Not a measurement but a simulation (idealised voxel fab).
process module | voxel air gaps
cross-section cut | 150 nm wide | cells 5 nm
A cross-section is a grid of square cells, given in bands from the top down. A band is one or more rows of cells.
Each band's line starts with the height of the band's top and of its bottom, in nm. Then come its materials from left to right, each with its width in nm. One material with "throughout" fills the band from edge to edge. "air" is empty space.
Height 0 is the level under which the wafer as received is all one material. The lowest band goes on downwards, as in "0 down".
A width such as "30 to 40" changes by the same amount from each row of cells to the next, from the band's top row to its bottom row.
"no change" after a step means that no cell of the cross-section changed.
closed voids: empty space of 8 cells or more with no open way to the top, each as width x height at its distance from the left edge, in nm
after a step's settings: what the simulator itself notes on the step
overlay nm, on a step with a mask: how far to the right of its planned place the mask lay; to the left if negative
plan
1 op RECEIVE | material Si
2 op CONFORMAL_DEP | material SiO2 | thk nm 15
3 op CONFORMAL_DEP | material SiN | thk nm 5
4 op DIRECTIONAL_DEP | material SiO2 | thk nm 35
5 op MASKED_ETCH | tone open | mask id LINES | width nm 20 | pitch nm 45 | etch materials SiO2 | depth nm 35 | overlay nm 0
6 op CONFORMAL_DEP | material TiN | thk nm 5
7 op FILL_DEP | material Ru | thk nm 5
8 op CMP | height nm 55
9 op EPI | material Ru | thk nm 10
10 op SELECTIVE_ETCH | etch materials SiO2 | depth nm 45
11 op CONFORMAL_DEP | material SiN | thk nm 5
as received, after step 1
  0 down: Si throughout
  closed voids: none
a wafer at the end: this start, this plan, one mistake
  75 to 70: SiN throughout
  70 to 60: Ru throughout
  60 to 55: TiN 25 | Ru 10 | TiN 35 | Ru 10 | TiN 35 | Ru 10 | TiN 25
  55 to 25: SiO2 20 | TiN 5 | Ru 10 | TiN 5 | SiO2 25 | TiN 5 | Ru 10 | TiN 5 | SiO2 25 | TiN 5 | Ru 10 | TiN 5 | SiO2 20
  25 to 20: SiO2 20 | TiN 20 | SiO2 25 | TiN 20 | SiO2 25 | TiN 20 | SiO2 20
  20 to 15: SiN throughout
  15 to 0: SiO2 throughout
  0 down: Si throughout
  closed voids: none
what went wrong: step 8 ran as: op CMP | height nm 60
